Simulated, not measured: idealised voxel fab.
A process module follows: voxel wiring stack.
Each square cell in cross-section cut measures 5 nm, and the section as a whole is 280 nm wide.
When this document writes out a cross-section, it uses a grid of square cells and lists it as bands, beginning at the top and moving down, with a band standing for one or more rows of cells.
Basically the band line says how high the top is and how high the bottom is, in nm, and then what's in it from left to right, every material with its width in nm. Empty space shows up as "empty", and if a single material carries "full width" it runs the full band edge to edge.
Height is counted from the level 0, under which the received wafer is composed throughout of one material. The lowest of the bands is not closed at the bottom but continues downward, in the notation "top 0, no bottom".
It should be noted that a width expressed as "30..40" varies in equal increments from row to row of cells within the band, taking the value of the first number at the top row and that of the second number at the bottom row.
"nothing different" -> step changed no cross-section cell.
You'll see "Completely sealed voids" listing empty spaces that have no way open to the top, as long as they're 8 cells or more; the notation is width x height at distance, where the distance is from the left edge, and all of it is in nm.
Read whatever lies past the settings on a step's line as the simulator's own remark about the step.
overlay nm: how far to the right of its planned place the mask lay on this masked step (negative: to the left).

-- Listed below are the process steps as planned
| 1 | RECEIVE [material Si] |
| 2 | CONFORMAL_DEP [material SiO2] [thk nm 10] |
| 3 | CONFORMAL_DEP [material SiN] [thk nm 5] |
| 4 | DIRECTIONAL_DEP [material lowk] [thk nm 15] |
| 5 | PATTERN [tone open] [mask id METAL_1] [material resist] [width nm 20] [pitch nm 35] [thk nm 15] [overlay nm 0] |
| 6 | DIRECTIONAL_ETCH [etch materials lowk] [depth nm 15] |
| 7 | DIRECTIONAL_ETCH [etch materials SiN] [depth nm 5] |
| 8 | STRIP [etch materials resist] |
| 9 | CONFORMAL_DEP [material TiN] [thk nm 5] |
| 10 | FILL_DEP [material Ru] [thk nm 5] |
| 11 | CMP [height nm 30] |
| 12 | CONFORMAL_DEP [material SiCN] [thk nm 5] |
| 13 | DIRECTIONAL_DEP [material lowk] [thk nm 30] |
| 14 | PATTERN [tone open] [mask id METAL_2_HOLES] [material resist] [width nm 15] [pitch nm 35] [thk nm 20] [overlay nm 0] |
| 15 | DIRECTIONAL_ETCH [etch materials lowk] [depth nm 30] |
| 16 | STRIP [etch materials resist] |
| 17 | DIRECTIONAL_DEP [material aC] [thk nm 10] |
| 18 | PATTERN [tone open] [mask id METAL_2] [material resist] [width nm 20] [pitch nm 35] [thk nm 30] [overlay nm 0] |
| 19 | DIRECTIONAL_ETCH [etch materials aC] [depth nm 10] |
| 20 | STRIP [etch materials resist] |
| 21 | DIRECTIONAL_ETCH [etch materials lowk] [depth nm 20] |
| 22 | DIRECTIONAL_ETCH [etch materials SiCN] [depth nm 5] |
| 23 | STRIP [etch materials aC] |
| 24 | CONFORMAL_DEP [material TiN] [thk nm 5] |
| 25 | FILL_DEP [material Cu] [thk nm 10] |
| 26 | CMP [height nm 65] |
| 27 | CONFORMAL_DEP [material SiCN] [thk nm 5] |
| 28 | DIRECTIONAL_DEP [material SiO2] [thk nm 15] |
| 29 | MASKED_ETCH [tone open] [mask id PLUG_2] [width nm 15] [pitch nm 35] [etch materials SiO2] [depth nm 15] [overlay nm 0] |
| 30 | MASKED_ETCH [tone open] [mask id PLUG_2] [width nm 15] [pitch nm 35] [etch materials SiCN] [depth nm 5] [overlay nm 0] |
| 31 | CONFORMAL_DEP [material TiN] [thk nm 5] |
| 32 | FILL_DEP [material W] [thk nm 5] |
| 33 | CMP [height nm 85] |
| 34 | CONFORMAL_DEP [material SiN] [thk nm 5] |
| 35 | DIRECTIONAL_DEP [material SiO2] [thk nm 15] |
| 36 | MASKED_ETCH [tone open] [mask id METAL_3] [width nm 20] [pitch nm 35] [etch materials SiO2] [depth nm 15] [overlay nm 0] |
| 37 | MASKED_ETCH [tone open] [mask id METAL_3] [width nm 20] [pitch nm 35] [etch materials SiN] [depth nm 5] [overlay nm 0] |
| 38 | CONFORMAL_DEP [material TiN] [thk nm 5] |
| 39 | FILL_DEP [material Ru] [thk nm 10] |
| 40 | CMP [height nm 105] |
| 41 | CONFORMAL_DEP [material SiCN] [thk nm 5] |
| 42 | DIRECTIONAL_DEP [material lowk] [thk nm 30] |
| 43 | MASKED_ETCH [tone open] [mask id METAL_4] [width nm 20] [pitch nm 35] [etch materials lowk] [depth nm 15] [overlay nm 0] |
| 44 | MASKED_ETCH [tone open] [mask id METAL_4_HOLES] [width nm 15] [pitch nm 70] [etch materials lowk] [depth nm 15] [overlay nm 0] |
| 45 | MASKED_ETCH [tone open] [mask id METAL_4_HOLES] [width nm 15] [pitch nm 70] [etch materials SiCN] [depth nm 5] [overlay nm 0] |
| 46 | CONFORMAL_DEP [material TiN] [thk nm 5] |
| 47 | FILL_DEP [material Ru] [thk nm 5] |
| 48 | CMP [height nm 140] |
| 49 | CONFORMAL_DEP [material SiN] [thk nm 5] |

-- The following pertains to the first of two wafers, which was processed as planned

-- The cross-section here shows the wafer as received, i.e. in its state after step 1
	top 0, no bottom: Si full width
	Completely sealed voids: none

-- Take a look at the wafer's cross-section after step 2
	top 10, bottom 0: SiO2 full width
	Below 0, no change.

-- Take a look at the wafer's cross-section after step 3
	top 15, bottom 10: SiN full width
	Below 10, no change.

-- Take a look at the wafer's cross-section after step 4
	top 30, bottom 15: lowk full width
	Below 15, no change.

-- Take a look at the wafer's cross-section after step 5
	top 45, bottom 30: 95 resist  20 empty  15 resist  20 empty  15 resist  20 empty  95 resist
	Below 30, no change.

-- Take a look at the wafer's cross-section after step 6
	top 45, bottom 30: 95 resist  20 empty  15 resist  20 empty  15 resist  20 empty  95 resist
	top 30, bottom 15: 95 lowk  20 empty  15 lowk  20 empty  15 lowk  20 empty  95 lowk
	Below 15, no change.

-- Take a look at the wafer's cross-section after step 7
	top 45, bottom 30: 95 resist  20 empty  15 resist  20 empty  15 resist  20 empty  95 resist
	top 30, bottom 15: 95 lowk  20 empty  15 lowk  20 empty  15 lowk  20 empty  95 lowk
	top 15, bottom 10: 95 SiN  20 empty  15 SiN  20 empty  15 SiN  20 empty  95 SiN
	Below 10, no change.

-- Take a look at the wafer's cross-section after step 8
	top 30, bottom 15: 95 lowk  20 empty  15 lowk  20 empty  15 lowk  20 empty  95 lowk
	Below 15, no change.

-- Take a look at the wafer's cross-section after step 9
	top 35, bottom 30: 100 TiN  10 empty  25 TiN  10 empty  25 TiN  10 empty  100 TiN
	top 30, bottom 15: 95 lowk  5 TiN  10 empty  5 TiN  15 lowk  5 TiN  10 empty  5 TiN  15 lowk  5 TiN  10 empty  5 TiN  95 lowk
	top 15, bottom 10: 95 SiN  20 TiN  15 SiN  20 TiN  15 SiN  20 TiN  95 SiN
	Below 10, no change.

-- Take a look at the wafer's cross-section after step 10
	top 40, bottom 35: Ru full width
	top 35, bottom 30: 100 TiN  10 Ru  25 TiN  10 Ru  25 TiN  10 Ru  100 TiN
	top 30, bottom 15: 95 lowk  5 TiN  10 Ru  5 TiN  15 lowk  5 TiN  10 Ru  5 TiN  15 lowk  5 TiN  10 Ru  5 TiN  95 lowk
	Below 15, no change.

-- Take a look at the wafer's cross-section after step 11
	top 30, bottom 15: 95 lowk  5 TiN  10 Ru  5 TiN  15 lowk  5 TiN  10 Ru  5 TiN  15 lowk  5 TiN  10 Ru  5 TiN  95 lowk
	Below 15, no change.

-- Take a look at the wafer's cross-section after step 12
	top 35, bottom 30: SiCN full width
	Below 30, no change.

-- Take a look at the wafer's cross-section after step 13
	top 65, bottom 35: lowk full width
	Below 35, no change.

-- Take a look at the wafer's cross-section after step 14
	top 85, bottom 65: 95 resist  15 empty  20 resist  15 empty  20 resist  15 empty  100 resist
	Below 65, no change.

-- Take a look at the wafer's cross-section after step 15
	top 85, bottom 65: 95 resist  15 empty  20 resist  15 empty  20 resist  15 empty  100 resist
	top 65, bottom 35: 95 lowk  15 empty  20 lowk  15 empty  20 lowk  15 empty  100 lowk
	Below 35, no change.

-- Take a look at the wafer's cross-section after step 16
	top 65, bottom 35: 95 lowk  15 empty  20 lowk  15 empty  20 lowk  15 empty  100 lowk
	Below 35, no change.

-- Take a look at the wafer's cross-section after step 17
	top 75, bottom 65: 95 aC  15 empty  20 aC  15 empty  20 aC  15 empty  100 aC
	top 65, bottom 45: 95 lowk  15 empty  20 lowk  15 empty  20 lowk  15 empty  100 lowk
	top 45, bottom 35: 95 lowk  15 aC  20 lowk  15 aC  20 lowk  15 aC  100 lowk
	Below 35, no change.

-- Take a look at the wafer's cross-section after step 18
	top 105, bottom 75: 95 resist  20 empty  15 resist  20 empty  15 resist  20 empty  95 resist
	Below 75, no change.

-- Take a look at the wafer's cross-section after step 19
	top 95, bottom 75: 95 resist  20 empty  15 resist  20 empty  15 resist  20 empty  95 resist
	top 75, bottom 65: 95 aC  20 empty  15 aC  20 empty  15 aC  20 empty  95 aC
	top 65, bottom 35: 95 lowk  15 empty  20 lowk  15 empty  20 lowk  15 empty  100 lowk
	Below 35, no change.

-- Take a look at the wafer's cross-section after step 20
	top 75, bottom 65: 95 aC  20 empty  15 aC  20 empty  15 aC  20 empty  95 aC
	Below 65, no change.

-- Take a look at the wafer's cross-section after step 21
	top 75, bottom 65: 95 aC  20 empty  15 aC  20 empty  15 aC  20 empty  95 aC
	top 65, bottom 45: 95 lowk  20 empty  15 lowk  20 empty  15 lowk  20 empty  95 lowk
	Below 45, no change.

-- Take a look at the wafer's cross-section after step 22
	top 75, bottom 65: 95 aC  20 empty  15 aC  20 empty  15 aC  20 empty  95 aC
	top 65, bottom 45: 95 lowk  20 empty  15 lowk  20 empty  15 lowk  20 empty  95 lowk
	top 45, bottom 35: 95 lowk  15 empty  20 lowk  15 empty  20 lowk  15 empty  100 lowk
	top 35, bottom 30: 95 SiCN  15 empty  20 SiCN  15 empty  20 SiCN  15 empty  100 SiCN
	Below 30, no change.

-- Take a look at the wafer's cross-section after step 23
	top 65, bottom 45: 95 lowk  20 empty  15 lowk  20 empty  15 lowk  20 empty  95 lowk
	Below 45, no change.

-- Take a look at the wafer's cross-section after step 24
	top 70, bottom 65: 100 TiN  10 empty  25 TiN  10 empty  25 TiN  10 empty  100 TiN
	top 65, bottom 50: 95 lowk  5 TiN  10 empty  5 TiN  15 lowk  5 TiN  10 empty  5 TiN  15 lowk  5 TiN  10 empty  5 TiN  95 lowk
	top 50, bottom 45: 95 lowk  5 TiN  5 empty  10 TiN  15 lowk  5 TiN  5 empty  10 TiN  15 lowk  5 TiN  5 empty  10 TiN  95 lowk
	top 45, bottom 35: 95 lowk  5 TiN  5 empty  5 TiN  20 lowk  5 TiN  5 empty  5 TiN  20 lowk  5 TiN  5 empty  5 TiN  100 lowk
	top 35, bottom 30: 95 SiCN  15 TiN  20 SiCN  15 TiN  20 SiCN  15 TiN  100 SiCN
	Below 30, no change.

-- Take a look at the wafer's cross-section after step 25
	top 80, bottom 70: Cu full width
	top 70, bottom 65: 100 TiN  10 Cu  25 TiN  10 Cu  25 TiN  10 Cu  100 TiN
	top 65, bottom 50: 95 lowk  5 TiN  10 Cu  5 TiN  15 lowk  5 TiN  10 Cu  5 TiN  15 lowk  5 TiN  10 Cu  5 TiN  95 lowk
	top 50, bottom 45: 95 lowk  5 TiN  5 Cu  10 TiN  15 lowk  5 TiN  5 Cu  10 TiN  15 lowk  5 TiN  5 Cu  10 TiN  95 lowk
	top 45, bottom 35: 95 lowk  5 TiN  5 Cu  5 TiN  20 lowk  5 TiN  5 Cu  5 TiN  20 lowk  5 TiN  5 Cu  5 TiN  100 lowk
	Below 35, no change.

-- Take a look at the wafer's cross-section after step 26
	top 65, bottom 50: 95 lowk  5 TiN  10 Cu  5 TiN  15 lowk  5 TiN  10 Cu  5 TiN  15 lowk  5 TiN  10 Cu  5 TiN  95 lowk
	Below 50, no change.

-- Take a look at the wafer's cross-section after step 27
	top 70, bottom 65: SiCN full width
	Below 65, no change.

-- Take a look at the wafer's cross-section after step 28
	top 85, bottom 70: SiO2 full width
	Below 70, no change.

-- Take a look at the wafer's cross-section after step 29
	top 85, bottom 70: 95 SiO2  15 empty  20 SiO2  15 empty  20 SiO2  15 empty  100 SiO2
	Below 70, no change.

-- Take a look at the wafer's cross-section after step 30
	top 85, bottom 70: 95 SiO2  15 empty  20 SiO2  15 empty  20 SiO2  15 empty  100 SiO2
	top 70, bottom 65: 95 SiCN  15 empty  20 SiCN  15 empty  20 SiCN  15 empty  100 SiCN
	Below 65, no change.

-- Take a look at the wafer's cross-section after step 31
	top 90, bottom 85: 100 TiN  5 empty  30 TiN  5 empty  30 TiN  5 empty  105 TiN
	top 85, bottom 70: 95 SiO2  5 TiN  5 empty  5 TiN  20 SiO2  5 TiN  5 empty  5 TiN  20 SiO2  5 TiN  5 empty  5 TiN  100 SiO2
	top 70, bottom 65: 95 SiCN  15 TiN  20 SiCN  15 TiN  20 SiCN  15 TiN  100 SiCN
	Below 65, no change.

-- Take a look at the wafer's cross-section after step 32
	top 95, bottom 90: W full width
	top 90, bottom 85: 100 TiN  5 W  30 TiN  5 W  30 TiN  5 W  105 TiN
	top 85, bottom 70: 95 SiO2  5 TiN  5 W  5 TiN  20 SiO2  5 TiN  5 W  5 TiN  20 SiO2  5 TiN  5 W  5 TiN  100 SiO2
	Below 70, no change.

-- Take a look at the wafer's cross-section after step 33
	top 85, bottom 70: 95 SiO2  5 TiN  5 W  5 TiN  20 SiO2  5 TiN  5 W  5 TiN  20 SiO2  5 TiN  5 W  5 TiN  100 SiO2
	Below 70, no change.

-- Take a look at the wafer's cross-section after step 34
	top 90, bottom 85: SiN full width
	Below 85, no change.

-- Take a look at the wafer's cross-section after step 35
	top 105, bottom 90: SiO2 full width
	Below 90, no change.

-- Take a look at the wafer's cross-section after step 36
	top 105, bottom 90: 95 SiO2  20 empty  15 SiO2  20 empty  15 SiO2  20 empty  95 SiO2
	Below 90, no change.

-- Take a look at the wafer's cross-section after step 37
	top 105, bottom 90: 95 SiO2  20 empty  15 SiO2  20 empty  15 SiO2  20 empty  95 SiO2
	top 90, bottom 85: 95 SiN  20 empty  15 SiN  20 empty  15 SiN  20 empty  95 SiN
	Below 85, no change.

-- Take a look at the wafer's cross-section after step 38
	top 110, bottom 105: 100 TiN  10 empty  25 TiN  10 empty  25 TiN  10 empty  100 TiN
	top 105, bottom 90: 95 SiO2  5 TiN  10 empty  5 TiN  15 SiO2  5 TiN  10 empty  5 TiN  15 SiO2  5 TiN  10 empty  5 TiN  95 SiO2
	top 90, bottom 85: 95 SiN  20 TiN  15 SiN  20 TiN  15 SiN  20 TiN  95 SiN
	Below 85, no change.

-- Take a look at the wafer's cross-section after step 39
	top 120, bottom 110: Ru full width
	top 110, bottom 105: 100 TiN  10 Ru  25 TiN  10 Ru  25 TiN  10 Ru  100 TiN
	top 105, bottom 90: 95 SiO2  5 TiN  10 Ru  5 TiN  15 SiO2  5 TiN  10 Ru  5 TiN  15 SiO2  5 TiN  10 Ru  5 TiN  95 SiO2
	Below 90, no change.

-- Take a look at the wafer's cross-section after step 40
	top 105, bottom 90: 95 SiO2  5 TiN  10 Ru  5 TiN  15 SiO2  5 TiN  10 Ru  5 TiN  15 SiO2  5 TiN  10 Ru  5 TiN  95 SiO2
	Below 90, no change.

-- Take a look at the wafer's cross-section after step 41
	top 110, bottom 105: SiCN full width
	Below 105, no change.

-- Take a look at the wafer's cross-section after step 42
	top 140, bottom 110: lowk full width
	Below 110, no change.

-- Take a look at the wafer's cross-section after step 43
	top 140, bottom 125: 95 lowk  20 empty  15 lowk  20 empty  15 lowk  20 empty  95 lowk
	Below 125, no change.

-- Take a look at the wafer's cross-section after step 44
	top 140, bottom 125: 95 lowk  20 empty  15 lowk  20 empty  15 lowk  20 empty  95 lowk
	top 125, bottom 110: 95 lowk  15 empty  55 lowk  15 empty  100 lowk
	Below 110, no change.

-- Take a look at the wafer's cross-section after step 45
	top 140, bottom 125: 95 lowk  20 empty  15 lowk  20 empty  15 lowk  20 empty  95 lowk
	top 125, bottom 110: 95 lowk  15 empty  55 lowk  15 empty  100 lowk
	top 110, bottom 105: 95 SiCN  15 empty  55 SiCN  15 empty  100 SiCN
	Below 105, no change.

-- Take a look at the wafer's cross-section after step 46
	top 145, bottom 140: 100 TiN  10 empty  25 TiN  10 empty  25 TiN  10 empty  100 TiN
	top 140, bottom 130: 95 lowk  5 TiN  10 empty  5 TiN  15 lowk  5 TiN  10 empty  5 TiN  15 lowk  5 TiN  10 empty  5 TiN  95 lowk
	top 130, bottom 125: 95 lowk  5 TiN  5 empty  10 TiN  15 lowk  20 TiN  15 lowk  5 TiN  5 empty  10 TiN  95 lowk
	top 125, bottom 110: 95 lowk  5 TiN  5 empty  5 TiN  55 lowk  5 TiN  5 empty  5 TiN  100 lowk
	top 110, bottom 105: 95 SiCN  15 TiN  55 SiCN  15 TiN  100 SiCN
	Below 105, no change.

-- Take a look at the wafer's cross-section after step 47
	top 150, bottom 145: Ru full width
	top 145, bottom 140: 100 TiN  10 Ru  25 TiN  10 Ru  25 TiN  10 Ru  100 TiN
	top 140, bottom 130: 95 lowk  5 TiN  10 Ru  5 TiN  15 lowk  5 TiN  10 Ru  5 TiN  15 lowk  5 TiN  10 Ru  5 TiN  95 lowk
	top 130, bottom 125: 95 lowk  5 TiN  5 Ru  10 TiN  15 lowk  20 TiN  15 lowk  5 TiN  5 Ru  10 TiN  95 lowk
	top 125, bottom 110: 95 lowk  5 TiN  5 Ru  5 TiN  55 lowk  5 TiN  5 Ru  5 TiN  100 lowk
	Below 110, no change.

-- Take a look at the wafer's cross-section after step 48
	top 140, bottom 130: 95 lowk  5 TiN  10 Ru  5 TiN  15 lowk  5 TiN  10 Ru  5 TiN  15 lowk  5 TiN  10 Ru  5 TiN  95 lowk
	Below 130, no change.

-- Take a look at the wafer's cross-section after step 49
	top 145, bottom 140: SiN full width
	Below 140, no change.

-- Notes, second wafer: start = first wafer's, plan = first wafer's, execution had one mistake; history identical to first through step 39

-- What the second wafer looks like in cross-section when step 40 should have wrapped up
	top 110, bottom 105: 100 TiN  10 Ru  25 TiN  10 Ru  25 TiN  10 Ru  100 TiN
	Below 105, no change.

-- What the second wafer looks like in cross-section when step 41 should have wrapped up
	top 115, bottom 110: SiCN full width
	Below 110, no change.

-- What the second wafer looks like in cross-section when step 42 should have wrapped up
	top 145, bottom 115: lowk full width
	Below 115, no change.

-- What the second wafer looks like in cross-section when step 43 should have wrapped up
	top 145, bottom 130: 95 lowk  20 empty  15 lowk  20 empty  15 lowk  20 empty  95 lowk
	Below 130, no change.

-- What the second wafer looks like in cross-section when step 44 should have wrapped up
	top 145, bottom 130: 95 lowk  20 empty  15 lowk  20 empty  15 lowk  20 empty  95 lowk
	top 130, bottom 115: 95 lowk  15 empty  55 lowk  15 empty  100 lowk
	Below 115, no change.

-- What the second wafer looks like in cross-section when step 45 should have wrapped up
	top 145, bottom 130: 95 lowk  20 empty  15 lowk  20 empty  15 lowk  20 empty  95 lowk
	top 130, bottom 115: 95 lowk  15 empty  55 lowk  15 empty  100 lowk
	top 115, bottom 110: 95 SiCN  15 empty  55 SiCN  15 empty  100 SiCN
	Below 110, no change.

-- What the second wafer looks like in cross-section when step 46 should have wrapped up
	top 150, bottom 145: 100 TiN  10 empty  25 TiN  10 empty  25 TiN  10 empty  100 TiN
	top 145, bottom 135: 95 lowk  5 TiN  10 empty  5 TiN  15 lowk  5 TiN  10 empty  5 TiN  15 lowk  5 TiN  10 empty  5 TiN  95 lowk
	top 135, bottom 130: 95 lowk  5 TiN  5 empty  10 TiN  15 lowk  20 TiN  15 lowk  5 TiN  5 empty  10 TiN  95 lowk
	top 130, bottom 115: 95 lowk  5 TiN  5 empty  5 TiN  55 lowk  5 TiN  5 empty  5 TiN  100 lowk
	top 115, bottom 110: 95 SiCN  15 TiN  55 SiCN  15 TiN  100 SiCN
	Below 110, no change.

-- What the second wafer looks like in cross-section when step 47 should have wrapped up
	top 155, bottom 150: Ru full width
	top 150, bottom 145: 100 TiN  10 Ru  25 TiN  10 Ru  25 TiN  10 Ru  100 TiN
	top 145, bottom 135: 95 lowk  5 TiN  10 Ru  5 TiN  15 lowk  5 TiN  10 Ru  5 TiN  15 lowk  5 TiN  10 Ru  5 TiN  95 lowk
	top 135, bottom 130: 95 lowk  5 TiN  5 Ru  10 TiN  15 lowk  20 TiN  15 lowk  5 TiN  5 Ru  10 TiN  95 lowk
	top 130, bottom 115: 95 lowk  5 TiN  5 Ru  5 TiN  55 lowk  5 TiN  5 Ru  5 TiN  100 lowk
	Below 115, no change.

-- What the second wafer looks like in cross-section when step 48 should have wrapped up
	top 140, bottom 135: 95 lowk  5 TiN  10 Ru  5 TiN  15 lowk  5 TiN  10 Ru  5 TiN  15 lowk  5 TiN  10 Ru  5 TiN  95 lowk
	Below 135, no change.

-- What the second wafer looks like in cross-section when step 49 should have wrapped up
	top 145, bottom 140: SiN full width
	Below 140, no change.
What was done differently from what was planned? the process deviated at step 40: the operation and settings actually run there were CMP [height nm 110]
Counted in cells at the end, the second wafer holds more or fewer of these materials than the first: +44 TiN | -44 lowk
